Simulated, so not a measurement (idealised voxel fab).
Process module heading - voxel lift off
For reference, the cross-section in this document is cut, with width 165 nm and square cells of 5 nm.
Throughout this document, each cross-section is represented as a grid of square cells and is presented as a sequence of bands enumerated from the top downward, where a band comprises one or more rows of cells. The band entry comprises the height of the band's top followed by the height of its bottom, expressed in nm, and subsequently the band's materials from left to right, each stated together with its width in nm. Where a single material is marked with the word "full width", that material fills the band from edge to edge. The word "air" represents empty space. All heights in this document are referenced to 0, defined as the level beneath which the wafer, as received, consists entirely of one material. The lowest band is not bounded below; it extends indefinitely downward and is written in the form "0..down". A width such as "30->40" changes by the same amount from each row of cells to the next, from the band's top row to its bottom row. "no change occurred" (step): cross-section cells unchanged, all of them. "Non-vented voids" contains a list of empty spaces, each no smaller than 8 cells and without an open way to the top, written in the form width x height at distance with the distance from the left edge and all three in nm. What comes after the settings on a step's line is commentary from the simulator itself on that step. overlay nm: for a step with a mask, the amount by which the mask lay right of where it was planned; a negative amount means left of it.

The steps planned for the process are as follows
| 1 | RECEIVE,material Si |
| 2 | CONFORMAL_DEP,material Al2O3,thk nm 5 |
| 3 | PATTERN,tone open,mask id LINES,material resist,width nm 15,pitch nm 45,thk nm 20,overlay nm 0 |
| 4 | DIRECTIONAL_DEP,material Ru,thk nm 5 |
| 5 | STRIP,etch materials resist |
| 6 | CONFORMAL_DEP,material SiCN,thk nm 5 |

As-received wafer cross-section (after step 1)
0..down  Si full width
Non-vented voids: none

Cross-sectional image of the first of two wafers at the end of the module, the run having proceeded as planned
15..10  air=45 | SiCN=25 | air=20 | SiCN=25 | air=50
10..5  SiCN=50 | Ru=15 | SiCN=30 | Ru=15 | SiCN=55
5..0  Al2O3 full width
0..down  Si full width
Non-vented voids: none

Wafer two (of two), end-of-module cross-section: start = wafer one, plan = wafer one, one run mistake
15..10  air=40 | SiCN=35 | air=10 | SiCN=35 | air=45
10..5  SiCN=45 | Ru=25 | SiCN=20 | Ru=25 | SiCN=50
5..0  Al2O3 full width
0..down  Si full width
Non-vented voids: none
What went wrong in running the wafer? off-plan run, step 3, actual operation and settings PATTERN,tone open,mask id LINES,material resist,width nm 25,pitch nm 45,thk nm 20,overlay nm 0
The second wafer ends with more or fewer cells of some materials than the first, per final count: Ru: 4 more
